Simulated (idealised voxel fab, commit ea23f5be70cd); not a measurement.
Process module name: voxel wiring stack
Shown is cross-section cut, with a width of 240 nm and square cells of size 5 nm.
Cross-sections here: square-cell grids, written as top-down lists of bands, a band being one or more rows of cells. The band entry comprises the height of the band's top followed by the height of its bottom, expressed in nm, and subsequently the band's materials from left to right, each stated together with its width in nm. Where a single material is marked with the word "full width", that material fills the band from edge to edge. The word "empty" represents empty space. Heights are reckoned from 0. Under this level, the received wafer is all of one material. The bottommost band is open-ended downward, for example "0..down". Read "30..40" as a graded width: first number on top, second number at the bottom, same change between each pair of neighbouring rows. "no modification" (step): cross-section cells unchanged, all of them. If an empty space has no open way to the top and is at least 8 cells in size, "Unvented cavities" lists it, written width x height at distance, where distance is measured from the left edge and every value is in nm. What comes after the settings on a step's line is commentary from the simulator itself on that step. Each step line may optionally specify "overlay nm", which for a step with a mask gives the rightward distance between the mask's planned place and where it lay, a negative value indicating the leftward direction. Reading guide: pairs of cross-sections, before and after one process step; after view cut off at lowest changed band; step and settings listed under each pair. Pairs may stem from different runs of this module on the same starting wafer; continuity with the pair above only where the "Cross-section, before" entry states it.
[Cross-section, before]
* 0..down: Si full width
* Unvented cavities: none
[Cut View, Post-Step]
* 10..0: SiO2 full width
* Under the height 0 nothing was changed.
* Unvented cavities: none
Going from the before section above to the after section, the step was CONFORMAL_DEP with material SiO2, thk nm 10
Cross-section, before: as in the pair right above, post-step view.
[Cut View, Post-Step]
* 15..10: TiN full width
* Under the height 10 nothing was changed.
* Unvented cavities: none
Going from the before section above to the after section, the step was DIRECTIONAL_DEP with material TiN, thk nm 5
Cross-section, before: as in the pair right above, post-step view.
[Cut View, Post-Step]
* 40..15: W full width
* Under the height 15 nothing was changed.
* Unvented cavities: none
Going from the before section above to the after section, the step was DIRECTIONAL_DEP with material W, thk nm 25
Cross-section, before: as in the pair right above, post-step view.
[Cut View, Post-Step]
* 40..15: empty (50) / W (20) / empty (20) / W (20) / empty (20) / W (20) / empty (20) / W (20) / empty (50)
* Under the height 15 nothing was changed.
* Unvented cavities: none
Going from the before section above to the after section, the step was MASKED_ETCH with tone cover, mask id METAL_1, width nm 20, pitch nm 40, etch materials W, depth nm 25, overlay nm 0
Cross-section, before: as in the pair right above, post-step view.
[Cut View, Post-Step]
* 40..15: empty (50) / W (20) / empty (20) / W (20) / empty (20) / W (20) / empty (20) / W (20) / empty (50)
* 15..10: empty (50) / TiN (20) / empty (20) / TiN (20) / empty (20) / TiN (20) / empty (20) / TiN (20) / empty (50)
* Under the height 10 nothing was changed.
* Unvented cavities: none
Going from the before section above to the after section, the step was MASKED_ETCH with tone cover, mask id METAL_1, width nm 20, pitch nm 40, etch materials TiN, depth nm 5, overlay nm 0
Cross-section, before: as in the pair right above, post-step view.
[Cut View, Post-Step]
* 45..40: lowk full width
* 40..15: lowk (50) / W (20) / lowk (20) / W (20) / lowk (20) / W (20) / lowk (20) / W (20) / lowk (50)
* 15..10: lowk (50) / TiN (20) / lowk (20) / TiN (20) / lowk (20) / TiN (20) / lowk (20) / TiN (20) / lowk (50)
* Under the height 10 nothing was changed.
* Unvented cavities: none
Going from the before section above to the after section, the step was FILL_DEP with material lowk, thk nm 5
Cross-section, before: as in the pair right above, post-step view.
[Cut View, Post-Step]
* 40..15: lowk (50) / W (20) / lowk (20) / W (20) / lowk (20) / W (20) / lowk (20) / W (20) / lowk (50)
* Under the height 15 nothing was changed.
* Unvented cavities: none
Going from the before section above to the after section, the step was CMP with height nm 40
Cross-section, before: as in the pair right above, post-step view.
[Cut View, Post-Step]
* 45..40: SiCN full width
* Under the height 40 nothing was changed.
* Unvented cavities: none
Going from the before section above to the after section, the step was CONFORMAL_DEP with material SiCN, thk nm 5
Cross-section, before: as in the pair right above, post-step view.
[Cut View, Post-Step]
* 55..45: lowk full width
* Under the height 45 nothing was changed.
* Unvented cavities: none
Going from the before section above to the after section, the step was DIRECTIONAL_DEP with material lowk, thk nm 10
Cross-section, before: as in the pair right above, post-step view.
[Cut View, Post-Step]
* 55..45: lowk (50) / empty (15) / lowk (25) / empty (15) / lowk (25) / empty (15) / lowk (25) / empty (15) / lowk (55)
* Under the height 45 nothing was changed.
* Unvented cavities: none
Going from the before section above to the after section, the step was MASKED_ETCH with tone open, mask id PLUG_1, width nm 15, pitch nm 40, etch materials lowk, depth nm 10, overlay nm 0
Cross-section, before: as in the pair right above, post-step view.
[Cut View, Post-Step]
* 55..45: lowk (50) / empty (15) / lowk (25) / empty (15) / lowk (25) / empty (15) / lowk (25) / empty (15) / lowk (55)
* 45..40: SiCN (50) / empty (15) / SiCN (25) / empty (15) / SiCN (25) / empty (15) / SiCN (25) / empty (15) / SiCN (55)
* Under the height 40 nothing was changed.
* Unvented cavities: none
Going from the before section above to the after section, the step was MASKED_ETCH with tone open, mask id PLUG_1, width nm 15, pitch nm 40, etch materials SiCN, depth nm 5, overlay nm 0
Cross-section, before: as in the pair right above, post-step view.
[Cut View, Post-Step]
* 55..50: lowk (50) / empty (15) / lowk (25) / empty (15) / lowk (25) / empty (15) / lowk (25) / empty (15) / lowk (55)
* 50..45: lowk (50) / Ru (15) / lowk (25) / Ru (15) / lowk (25) / Ru (15) / lowk (25) / Ru (15) / lowk (55)
* 45..40: SiCN (50) / Ru (15) / SiCN (25) / Ru (15) / SiCN (25) / Ru (15) / SiCN (25) / Ru (15) / SiCN (55)
* Under the height 40 nothing was changed.
* Unvented cavities: none
Going from the before section above to the after section, the step was EPI with material Ru, thk nm 10
Cross-section, before: as in the pair right above, post-step view.
[Cut View, Post-Step]
* 55..45: lowk (50) / Ru (15) / lowk (25) / Ru (15) / lowk (25) / Ru (15) / lowk (25) / Ru (15) / lowk (55)
* Under the height 45 nothing was changed.
* Unvented cavities: none
Going from the before section above to the after section, the step was EPI with material Ru, thk nm 5
Cross-section, before: as in the pair right above, post-step view.
[Cut View, Post-Step]
* 60..55: SiCN full width
* Under the height 55 nothing was changed.
* Unvented cavities: none
Going from the before section above to the after section, the step was CONFORMAL_DEP with material SiCN, thk nm 5
Cross-section, before: as in the pair right above, post-step view.
[Cut View, Post-Step]
* 75..60: lowk full width
* Under the height 60 nothing was changed.
* Unvented cavities: none
Going from the before section above to the after section, the step was DIRECTIONAL_DEP with material lowk, thk nm 15
Cross-section, before: as in the pair right above, post-step view.
[Cut View, Post-Step]
* 90..75: resist (50) / empty (20) / resist (20) / empty (20) / resist (20) / empty (20) / resist (20) / empty (20) / resist (50)
* Under the height 75 nothing was changed.
* Unvented cavities: none
Going from the before section above to the after section, the step was PATTERN with tone open, mask id METAL_2, material resist, width nm 20, pitch nm 40, thk nm 15, overlay nm 0
Cross-section, before: as in the pair right above, post-step view.
[Cut View, Post-Step]
* 90..75: resist (50) / empty (20) / resist (20) / empty (20) / resist (20) / empty (20) / resist (20) / empty (20) / resist (50)
* 75..60: lowk (50) / empty (20) / lowk (20) / empty (20) / lowk (20) / empty (20) / lowk (20) / empty (20) / lowk (50)
* Under the height 60 nothing was changed.
* Unvented cavities: none
Going from the before section above to the after section, the step was DIRECTIONAL_ETCH with etch materials lowk, depth nm 15
Cross-section, before: as in the pair right above, post-step view.
[Cut View, Post-Step]
* 90..75: resist (50) / empty (20) / resist (20) / empty (20) / resist (20) / empty (20) / resist (20) / empty (20) / resist (50)
* 75..60: lowk (50) / empty (20) / lowk (20) / empty (20) / lowk (20) / empty (20) / lowk (20) / empty (20) / lowk (50)
* 60..55: SiCN (50) / empty (20) / SiCN (20) / empty (20) / SiCN (20) / empty (20) / SiCN (20) / empty (20) / SiCN (50)
* Under the height 55 nothing was changed.
* Unvented cavities: none
Going from the before section above to the after section, the step was DIRECTIONAL_ETCH with etch materials SiCN, depth nm 5
Cross-section, before: as in the pair right above, post-step view.
[Cut View, Post-Step]
* 75..60: lowk (50) / empty (20) / lowk (20) / empty (20) / lowk (20) / empty (20) / lowk (20) / empty (20) / lowk (50)
* Under the height 60 nothing was changed.
* Unvented cavities: none
Going from the before section above to the after section, the step was STRIP with etch materials resist
Cross-section, before: as in the pair right above, post-step view.
[Cut View, Post-Step]
* 80..75: TiN (55) / empty (10) / TiN (30) / empty (10) / TiN (30) / empty (10) / TiN (30) / empty (10) / TiN (55)
* 75..60: lowk (50) / TiN (5) / empty (10) / TiN (5) / lowk (20) / TiN (5) / empty (10) / TiN (5) / lowk (20) / TiN (5) / empty (10) / TiN (5) / lowk (20) / TiN (5) / empty (10) / TiN (5) / lowk (50)
* 60..55: SiCN (50) / TiN (20) / SiCN (20) / TiN (20) / SiCN (20) / TiN (20) / SiCN (20) / TiN (20) / SiCN (50)
* Under the height 55 nothing was changed.
* Unvented cavities: none
Going from the before section above to the after section, the step was CONFORMAL_DEP with material TiN, thk nm 5
Cross-section, before: as in the pair right above, post-step view.
[Cut View, Post-Step]
* 90..80: Cu full width
* 80..75: TiN (55) / Cu (10) / TiN (30) / Cu (10) / TiN (30) / Cu (10) / TiN (30) / Cu (10) / TiN (55)
* 75..60: lowk (50) / TiN (5) / Cu (10) / TiN (5) / lowk (20) / TiN (5) / Cu (10) / TiN (5) / lowk (20) / TiN (5) / Cu (10) / TiN (5) / lowk (20) / TiN (5) / Cu (10) / TiN (5) / lowk (50)
* Under the height 60 nothing was changed.
* Unvented cavities: none
Going from the before section above to the after section, the step was FILL_DEP with material Cu, thk nm 10
Cross-section, before: as in the pair right above, post-step view.
[Cut View, Post-Step]
* 75..60: lowk (50) / TiN (5) / Cu (10) / TiN (5) / lowk (20) / TiN (5) / Cu (10) / TiN (5) / lowk (20) / TiN (5) / Cu (10) / TiN (5) / lowk (20) / TiN (5) / Cu (10) / TiN (5) / lowk (50)
* Under the height 60 nothing was changed.
* Unvented cavities: none
Going from the before section above to the after section, the step was CMP with height nm 75
Cross-section, before: as in the pair right above, post-step view.
[Cut View, Post-Step]
* 80..75: empty (45) / Ru (30) / empty (10) / Ru (30) / empty (10) / Ru (30) / empty (10) / Ru (30) / empty (45)
* Under the height 75 nothing was changed.
* Unvented cavities: none
Going from the before section above to the after section, the step was EPI with material Ru, thk nm 5
Cross-section, before: as in the pair right above, post-step view.
[Cut View, Post-Step]
* 85..80: SiCN full width
* 80..75: SiCN (45) / Ru (30) / SiCN (10) / Ru (30) / SiCN (10) / Ru (30) / SiCN (10) / Ru (30) / SiCN (45)
* Under the height 75 nothing was changed.
* Unvented cavities: none
Going from the before section above to the after section, the step was FILL_DEP with material SiCN, thk nm 5
Cross-section, before: as in the pair right above, post-step view.
[Cut View, Post-Step]
* 105..85: lowk full width
* Under the height 85 nothing was changed.
* Unvented cavities: none
Going from the before section above to the after section, the step was DIRECTIONAL_DEP with material lowk, thk nm 20
Cross-section, before: as in the pair right above, post-step view.
[Cut View, Post-Step]
* 105..85: lowk (50) / empty (15) / lowk (65) / empty (15) / lowk (95)
* Under the height 85 nothing was changed.
* Unvented cavities: none
Going from the before section above to the after section, the step was MASKED_ETCH with tone open, mask id PLUG_2, width nm 15, pitch nm 80, etch materials lowk, depth nm 20, overlay nm 0
Cross-section, before: as in the pair right above, post-step view.
[Cut View, Post-Step]
* 105..85: lowk (50) / empty (15) / lowk (65) / empty (15) / lowk (95)
* 85..80: SiCN (50) / empty (15) / SiCN (65) / empty (15) / SiCN (95)
* Under the height 80 nothing was changed.
* Unvented cavities: none
Going from the before section above to the after section, the step was MASKED_ETCH with tone open, mask id PLUG_2, width nm 15, pitch nm 80, etch materials SiCN, depth nm 5, overlay nm 0
Cross-section, before: as in the pair right above, post-step view.
[Cut View, Post-Step]
* 105..90: lowk (50) / empty (15) / lowk (65) / empty (15) / lowk (95)
* 90..85: lowk (50) / Ru (15) / lowk (65) / Ru (15) / lowk (95)
* 85..80: SiCN (50) / Ru (15) / SiCN (65) / Ru (15) / SiCN (95)
* Under the height 80 nothing was changed.
* Unvented cavities: none
Going from the before section above to the after section, the step was EPI with material Ru, thk nm 10
Cross-section, before: as in the pair right above, post-step view.
[Cut View, Post-Step]
* 105..100: lowk (50) / empty (15) / lowk (65) / empty (15) / lowk (95)
* 100..85: lowk (50) / Ru (15) / lowk (65) / Ru (15) / lowk (95)
* Under the height 85 nothing was changed.
* Unvented cavities: none
Going from the before section above to the after section, the step was EPI with material Ru, thk nm 10
Cross-section, before: as in the pair right above, post-step view.
[Cut View, Post-Step]
* 105..85: lowk (50) / Ru (15) / lowk (65) / Ru (15) / lowk (95)
* Under the height 85 nothing was changed.
* Unvented cavities: none
Going from the before section above to the after section, the step was EPI with material Ru, thk nm 5
Cross-section, before: as in the pair right above, post-step view.
[Cut View, Post-Step]
* 110..105: SiCN full width
* Under the height 105 nothing was changed.
* Unvented cavities: none
Going from the before section above to the after section, the step was CONFORMAL_DEP with material SiCN, thk nm 5
Cross-section, before: as in the pair right above, post-step view.
[Cut View, Post-Step]
* 135..110: lowk full width
* Under the height 110 nothing was changed.
* Unvented cavities: none
Going from the before section above to the after section, the step was DIRECTIONAL_DEP with material lowk, thk nm 25
Cross-section, before: as in the pair right above, post-step view.
[Cut View, Post-Step]
* 155..135: resist (50) / empty (20) / resist (20) / empty (20) / resist (20) / empty (20) / resist (20) / empty (20) / resist (50)
* Under the height 135 nothing was changed.
* Unvented cavities: none
Going from the before section above to the after section, the step was PATTERN with tone open, mask id METAL_3, material resist, width nm 20, pitch nm 40, thk nm 20, overlay nm 0
Cross-section, before: as in the pair right above, post-step view.
[Cut View, Post-Step]
* 155..135: resist (50) / empty (20) / resist (20) / empty (20) / resist (20) / empty (20) / resist (20) / empty (20) / resist (50)
* 135..110: lowk (50) / empty (20) / lowk (20) / empty (20) / lowk (20) / empty (20) / lowk (20) / empty (20) / lowk (50)
* Under the height 110 nothing was changed.
* Unvented cavities: none
Going from the before section above to the after section, the step was DIRECTIONAL_ETCH with etch materials lowk, depth nm 25
Cross-section, before: as in the pair right above, post-step view.
[Cut View, Post-Step]
* 155..135: resist (50) / empty (20) / resist (20) / empty (20) / resist (20) / empty (20) / resist (20) / empty (20) / resist (50)
* 135..110: lowk (50) / empty (20) / lowk (20) / empty (20) / lowk (20) / empty (20) / lowk (20) / empty (20) / lowk (50)
* 110..105: SiCN (50) / empty (20) / SiCN (20) / empty (20) / SiCN (20) / empty (20) / SiCN (20) / empty (20) / SiCN (50)
* Under the height 105 nothing was changed.
* Unvented cavities: none
Going from the before section above to the after section, the step was DIRECTIONAL_ETCH with etch materials SiCN, depth nm 5
Cross-section, before: as in the pair right above, post-step view.
[Cut View, Post-Step]
* 135..110: lowk (50) / empty (20) / lowk (20) / empty (20) / lowk (20) / empty (20) / lowk (20) / empty (20) / lowk (50)
* Under the height 110 nothing was changed.
* Unvented cavities: none
Going from the before section above to the after section, the step was STRIP with etch materials resist
Cross-section, before: as in the pair right above, post-step view.
[Cut View, Post-Step]
* 140..135: TiN (55) / empty (10) / TiN (30) / empty (10) / TiN (30) / empty (10) / TiN (30) / empty (10) / TiN (55)
* 135..110: lowk (50) / TiN (5) / empty (10) / TiN (5) / lowk (20) / TiN (5) / empty (10) / TiN (5) / lowk (20) / TiN (5) / empty (10) / TiN (5) / lowk (20) / TiN (5) / empty (10) / TiN (5) / lowk (50)
* 110..105: SiCN (50) / TiN (20) / SiCN (20) / TiN (20) / SiCN (20) / TiN (20) / SiCN (20) / TiN (20) / SiCN (50)
* Under the height 105 nothing was changed.
* Unvented cavities: none
Going from the before section above to the after section, the step was CONFORMAL_DEP with material TiN, thk nm 5
Cross-section, before: as in the pair right above, post-step view.
[Cut View, Post-Step]
* 150..140: Ru full width
* 140..135: TiN (55) / Ru (10) / TiN (30) / Ru (10) / TiN (30) / Ru (10) / TiN (30) / Ru (10) / TiN (55)
* 135..110: lowk (50) / TiN (5) / Ru (10) / TiN (5) / lowk (20) / TiN (5) / Ru (10) / TiN (5) / lowk (20) / TiN (5) / Ru (10) / TiN (5) / lowk (20) / TiN (5) / Ru (10) / TiN (5) / lowk (50)
* Under the height 110 nothing was changed.
* Unvented cavities: none
Going from the before section above to the after section, the step was FILL_DEP with material Ru, thk nm 10
Cross-section, before: as in the pair right above, post-step view.
[Cut View, Post-Step]
* 135..110: lowk (50) / TiN (5) / Ru (10) / TiN (5) / lowk (20) / TiN (5) / Ru (10) / TiN (5) / lowk (20) / TiN (5) / Ru (10) / TiN (5) / lowk (20) / TiN (5) / Ru (10) / TiN (5) / lowk (50)
* Under the height 110 nothing was changed.
* Unvented cavities: none
Going from the before section above to the after section, the step was CMP with height nm 135
Cross-section, before: as in the pair right above, post-step view.
[Cut View, Post-Step]
* 140..135: SiCN full width
* Under the height 135 nothing was changed.
* Unvented cavities: none
Going from the before section above to the after section, the step was CONFORMAL_DEP with material SiCN, thk nm 5
[Cross-section, before]
* 150..140: Ru full width
* 140..135: TiN (55) / Ru (10) / TiN (30) / Ru (10) / TiN (30) / Ru (10) / TiN (30) / Ru (10) / TiN (55)
* 135..110: lowk (50) / TiN (5) / Ru (10) / TiN (5) / lowk (20) / TiN (5) / Ru (10) / TiN (5) / lowk (20) / TiN (5) / Ru (10) / TiN (5) / lowk (20) / TiN (5) / Ru (10) / TiN (5) / lowk (50)
* 110..105: SiCN (50) / TiN (20) / SiCN (20) / TiN (20) / SiCN (20) / TiN (20) / SiCN (20) / TiN (20) / SiCN (50)
* 105..85: lowk (50) / Ru (15) / lowk (65) / Ru (15) / lowk (95)
* 85..80: SiCN (50) / Ru (15) / SiCN (65) / Ru (15) / SiCN (95)
* 80..75: SiCN (45) / Ru (30) / SiCN (10) / Ru (30) / SiCN (10) / Ru (30) / SiCN (10) / Ru (30) / SiCN (45)
* 75..60: lowk (50) / TiN (5) / Cu (10) / TiN (5) / lowk (20) / TiN (5) / Cu (10) / TiN (5) / lowk (20) / TiN (5) / Cu (10) / TiN (5) / lowk (20) / TiN (5) / Cu (10) / TiN (5) / lowk (50)
* 60..55: SiCN (50) / TiN (20) / SiCN (20) / TiN (20) / SiCN (20) / TiN (20) / SiCN (20) / TiN (20) / SiCN (50)
* 55..45: lowk (50) / Ru (15) / lowk (25) / Ru (15) / lowk (25) / Ru (15) / lowk (25) / Ru (15) / lowk (55)
* 45..40: SiCN (50) / Ru (15) / SiCN (25) / Ru (15) / SiCN (25) / Ru (15) / SiCN (25) / Ru (15) / SiCN (55)
* 40..15: lowk (50) / W (20) / lowk (20) / W (20) / lowk (20) / W (20) / lowk (20) / W (20) / lowk (50)
* 15..10: lowk (50) / TiN (20) / lowk (20) / TiN (20) / lowk (20) / TiN (20) / lowk (20) / TiN (20) / lowk (50)
* 10..0: SiO2 full width
* 0..down: Si full width
* Unvented cavities: none
[Cut View, Post-Step]
* 155..150: SiCN full width
* Under the height 150 nothing was changed.
* Unvented cavities: none
Going from the before section above to the after section, the step was CONFORMAL_DEP with material SiCN, thk nm 5
[Cross-section, before]
* 105..85: lowk full width
* 85..80: SiCN full width
* 80..75: SiCN (45) / Ru (30) / SiCN (10) / Ru (30) / SiCN (10) / Ru (30) / SiCN (10) / Ru (30) / SiCN (45)
* 75..60: lowk (50) / TiN (5) / Cu (10) / TiN (5) / lowk (20) / TiN (5) / Cu (10) / TiN (5) / lowk (20) / TiN (5) / Cu (10) / TiN (5) / lowk (20) / TiN (5) / Cu (10) / TiN (5) / lowk (50)
* 60..55: SiCN (50) / TiN (20) / SiCN (20) / TiN (20) / SiCN (20) / TiN (20) / SiCN (20) / TiN (20) / SiCN (50)
* 55..45: lowk (50) / Ru (15) / lowk (25) / Ru (15) / lowk (25) / Ru (15) / lowk (25) / Ru (15) / lowk (55)
* 45..40: SiCN (50) / Ru (15) / SiCN (25) / Ru (15) / SiCN (25) / Ru (15) / SiCN (25) / Ru (15) / SiCN (55)
* 40..15: lowk (50) / W (20) / lowk (20) / W (20) / lowk (20) / W (20) / lowk (20) / W (20) / lowk (50)
* 15..10: lowk (50) / TiN (20) / lowk (20) / TiN (20) / lowk (20) / TiN (20) / lowk (20) / TiN (20) / lowk (50)
* 10..0: SiO2 full width
* 0..down: Si full width
* Unvented cavities: none
[Cut View, Post-Step]
* 125..85: lowk full width
* Under the height 85 nothing was changed.
* Unvented cavities: none
Going from the before section above to the after section, the step was DIRECTIONAL_DEP with material lowk, thk nm 20
Cross-section, before: as in the pair right above, post-step view.
[Cut View, Post-Step]
* 125..105: lowk (50) / empty (15) / lowk (65) / empty (15) / lowk (95)
* Under the height 105 nothing was changed.
* Unvented cavities: none
Going from the before section above to the after section, the step was MASKED_ETCH with tone open, mask id PLUG_2, width nm 15, pitch nm 80, etch materials lowk, depth nm 20, overlay nm 0
Cross-section, before: as in the pair right above, post-step view.
[Cut View, Post-Step]
* 130..125: SiCN (55) / empty (5) / SiCN (75) / empty (5) / SiCN (100)
* 125..110: lowk (50) / SiCN (5) / empty (5) / SiCN (5) / lowk (65) / SiCN (5) / empty (5) / SiCN (5) / lowk (95)
* 110..105: lowk (50) / SiCN (15) / lowk (65) / SiCN (15) / lowk (95)
* Under the height 105 nothing was changed.
* Unvented cavities: none
Going from the before section above to the after section, the step was CONFORMAL_DEP with material SiCN, thk nm 5
Cross-section, before: as in the pair right above, post-step view.
[Cut View, Post-Step]
* 155..135: lowk (55) / empty (5) / lowk (75) / empty (5) / lowk (100)
* 135..130: lowk full width
* 130..125: SiCN (55) / lowk (5) / SiCN (75) / lowk (5) / SiCN (100)
* 125..110: lowk (50) / SiCN (5) / lowk (5) / SiCN (5) / lowk (65) / SiCN (5) / lowk (5) / SiCN (5) / lowk (95)
* Under the height 110 nothing was changed.
* Unvented cavities: none
Going from the before section above to the after section, the step was DIRECTIONAL_DEP with material lowk, thk nm 25
Cross-section, before: as in the pair right above, post-step view.
[Cut View, Post-Step]
* 175..155: resist (50) / empty (20) / resist (20) / empty (20) / resist (20) / empty (20) / resist (20) / empty (20) / resist (50)
* Under the height 155 nothing was changed.
* Unvented cavities: none
Going from the before section above to the after section, the step was PATTERN with tone open, mask id METAL_3, material resist, width nm 20, pitch nm 40, thk nm 20, overlay nm 0
Cross-section, before: as in the pair right above, post-step view.
[Cut View, Post-Step]
* 175..155: resist (50) / empty (20) / resist (20) / empty (20) / resist (20) / empty (20) / resist (20) / empty (20) / resist (50)
* 155..130: lowk (50) / empty (20) / lowk (20) / empty (20) / lowk (20) / empty (20) / lowk (20) / empty (20) / lowk (50)
* 130..125: SiCN (55) / empty (5) / SiCN (75) / empty (5) / SiCN (100)
* 125..110: lowk (50) / SiCN (5) / empty (5) / SiCN (5) / lowk (65) / SiCN (5) / empty (5) / SiCN (5) / lowk (95)
* Under the height 110 nothing was changed.
* Unvented cavities: none
Going from the before section above to the after section, the step was DIRECTIONAL_ETCH with etch materials lowk, depth nm 25
Cross-section, before: as in the pair right above, post-step view.
[Cut View, Post-Step]
* 175..155: resist (50) / empty (20) / resist (20) / empty (20) / resist (20) / empty (20) / resist (20) / empty (20) / resist (50)
* 155..130: lowk (50) / empty (20) / lowk (20) / empty (20) / lowk (20) / empty (20) / lowk (20) / empty (20) / lowk (50)
* 130..125: SiCN (50) / empty (20) / SiCN (20) / empty (20) / SiCN (20) / empty (20) / SiCN (20) / empty (20) / SiCN (50)
* 125..105: lowk (50) / SiCN (5) / empty (5) / SiCN (5) / lowk (65) / SiCN (5) / empty (5) / SiCN (5) / lowk (95)
* Under the height 105 nothing was changed.
* Unvented cavities: none
Going from the before section above to the after section, the step was DIRECTIONAL_ETCH with etch materials SiCN, depth nm 5
Cross-section, before: as in the pair right above, post-step view.
[Cut View, Post-Step]
* 155..130: lowk (50) / empty (20) / lowk (20) / empty (20) / lowk (20) / empty (20) / lowk (20) / empty (20) / lowk (50)
* Under the height 130 nothing was changed.
* Unvented cavities: none
Going from the before section above to the after section, the step was STRIP with etch materials resist
Cross-section, before: as in the pair right above, post-step view.
[Cut View, Post-Step]
* 160..155: TiN (55) / empty (10) / TiN (30) / empty (10) / TiN (30) / empty (10) / TiN (30) / empty (10) / TiN (55)
* 155..130: lowk (50) / TiN (5) / empty (10) / TiN (5) / lowk (20) / TiN (5) / empty (10) / TiN (5) / lowk (20) / TiN (5) / empty (10) / TiN (5) / lowk (20) / TiN (5) / empty (10) / TiN (5) / lowk (50)
* 130..125: SiCN (50) / TiN (20) / SiCN (20) / TiN (20) / SiCN (20) / TiN (20) / SiCN (20) / TiN (20) / SiCN (50)
* 125..105: lowk (50) / SiCN (5) / TiN (5) / SiCN (5) / lowk (65) / SiCN (5) / TiN (5) / SiCN (5) / lowk (95)
* Under the height 105 nothing was changed.
* Unvented cavities: none
Going from the before section above to the after section, the step was CONFORMAL_DEP with material TiN, thk nm 5
Cross-section, before: as in the pair right above, post-step view.
[Cut View, Post-Step]
* 170..160: Ru full width
* 160..155: TiN (55) / Ru (10) / TiN (30) / Ru (10) / TiN (30) / Ru (10) / TiN (30) / Ru (10) / TiN (55)
* 155..130: lowk (50) / TiN (5) / Ru (10) / TiN (5) / lowk (20) / TiN (5) / Ru (10) / TiN (5) / lowk (20) / TiN (5) / Ru (10) / TiN (5) / lowk (20) / TiN (5) / Ru (10) / TiN (5) / lowk (50)
* Under the height 130 nothing was changed.
* Unvented cavities: none
Going from the before section above to the after section, the step was FILL_DEP with material Ru, thk nm 10
Cross-section, before: as in the pair right above, post-step view.
[Cut View, Post-Step]
* 135..130: lowk (50) / TiN (5) / Ru (10) / TiN (5) / lowk (20) / TiN (5) / Ru (10) / TiN (5) / lowk (20) / TiN (5) / Ru (10) / TiN (5) / lowk (20) / TiN (5) / Ru (10) / TiN (5) / lowk (50)
* Under the height 130 nothing was changed.
* Unvented cavities: none
Going from the before section above to the after section, the step was CMP with height nm 135
Cross-section, before: as in the pair right above, post-step view.
[Cut View, Post-Step]
* 140..135: SiCN full width
* Under the height 135 nothing was changed.
* Unvented cavities: none
Going from the before section above to the after section, the step was CONFORMAL_DEP with material SiCN, thk nm 5
[Cross-section, before]
* 105..85: lowk (50) / Ru (15) / lowk (65) / Ru (15) / lowk (95)
* 85..80: SiCN (50) / Ru (15) / SiCN (65) / Ru (15) / SiCN (95)
* 80..75: SiCN (45) / Ru (30) / SiCN (10) / Ru (30) / SiCN (10) / Ru (30) / SiCN (10) / Ru (30) / SiCN (45)
* 75..60: lowk (50) / TiN (5) / Cu (10) / TiN (5) / lowk (20) / TiN (5) / Cu (10) / TiN (5) / lowk (20) / TiN (5) / Cu (10) / TiN (5) / lowk (20) / TiN (5) / Cu (10) / TiN (5) / lowk (50)
* 60..55: SiCN (50) / TiN (20) / SiCN (20) / TiN (20) / SiCN (20) / TiN (20) / SiCN (20) / TiN (20) / SiCN (50)
* 55..45: lowk (50) / Ru (15) / lowk (25) / Ru (15) / lowk (25) / Ru (15) / lowk (25) / Ru (15) / lowk (55)
* 45..40: SiCN (50) / Ru (15) / SiCN (25) / Ru (15) / SiCN (25) / Ru (15) / SiCN (25) / Ru (15) / SiCN (55)
* 40..15: lowk (50) / W (20) / lowk (20) / W (20) / lowk (20) / W (20) / lowk (20) / W (20) / lowk (50)
* 15..10: lowk (50) / TiN (20) / lowk (20) / TiN (20) / lowk (20) / TiN (20) / lowk (20) / TiN (20) / lowk (50)
* 10..0: SiO2 full width
* 0..down: Si full width
* Unvented cavities: none
[Cut View, Post-Step]
* 130..105: lowk full width
* Under the height 105 nothing was changed.
* Unvented cavities: none
Going from the before section above to the after section, the step was DIRECTIONAL_DEP with material lowk, thk nm 25
Cross-section, before: as in the pair right above, post-step view.
[Cut View, Post-Step]
* 135..130: SiCN full width
* Under the height 130 nothing was changed.
* Unvented cavities: none
Going from the before section above to the after section, the step was CONFORMAL_DEP with material SiCN, thk nm 5
Cross-section, before: as in the pair right above, post-step view.
[Cut View, Post-Step]
* 155..135: resist (50) / empty (20) / resist (20) / empty (20) / resist (20) / empty (20) / resist (20) / empty (20) / resist (50)
* Under the height 135 nothing was changed.
* Unvented cavities: none
Going from the before section above to the after section, the step was PATTERN with tone open, mask id METAL_3, material resist, width nm 20, pitch nm 40, thk nm 20, overlay nm 0
Cross-section, before: as in the pair right above, post-step view.
[Cut View, Post-Step]
* 155..135: resist (50) / empty (20) / resist (20) / empty (20) / resist (20) / empty (20) / resist (20) / empty (20) / resist (50)
* 135..130: SiCN (50) / empty (20) / SiCN (20) / empty (20) / SiCN (20) / empty (20) / SiCN (20) / empty (20) / SiCN (50)
* Under the height 130 nothing was changed.
* Unvented cavities: none
Going from the before section above to the after section, the step was DIRECTIONAL_ETCH with etch materials SiCN, depth nm 5
Cross-section, before: as in the pair right above, post-step view.
[Cut View, Post-Step]
* 135..130: SiCN (50) / empty (20) / SiCN (20) / empty (20) / SiCN (20) / empty (20) / SiCN (20) / empty (20) / SiCN (50)
* Under the height 130 nothing was changed.
* Unvented cavities: none
Going from the before section above to the after section, the step was STRIP with etch materials resist
Cross-section, before: as in the pair right above, post-step view.
[Cut View, Post-Step]
* 140..135: TiN (55) / empty (10) / TiN (30) / empty (10) / TiN (30) / empty (10) / TiN (30) / empty (10) / TiN (55)
* 135..130: SiCN (50) / TiN (20) / SiCN (20) / TiN (20) / SiCN (20) / TiN (20) / SiCN (20) / TiN (20) / SiCN (50)
* Under the height 130 nothing was changed.
* Unvented cavities: none
Going from the before section above to the after section, the step was CONFORMAL_DEP with material TiN, thk nm 5
Cross-section, before: as in the pair right above, post-step view.
[Cut View, Post-Step]
* 150..140: Ru full width
* 140..135: TiN (55) / Ru (10) / TiN (30) / Ru (10) / TiN (30) / Ru (10) / TiN (30) / Ru (10) / TiN (55)
* Under the height 135 nothing was changed.
* Unvented cavities: none
Going from the before section above to the after section, the step was FILL_DEP with material Ru, thk nm 10
Cross-section, before: as in the pair right above, post-step view.
[Cut View, Post-Step]
* 135..130: SiCN (50) / TiN (20) / SiCN (20) / TiN (20) / SiCN (20) / TiN (20) / SiCN (20) / TiN (20) / SiCN (50)
* Under the height 130 nothing was changed.
* Unvented cavities: none
Going from the before section above to the after section, the step was CMP with height nm 135
Cross-section, before: as in the pair right above, post-step view.
[Cut View, Post-Step]
* 140..135: SiCN full width
* Under the height 135 nothing was changed.
* Unvented cavities: none
Going from the before section above to the after section, the step was CONFORMAL_DEP with material SiCN, thk nm 5
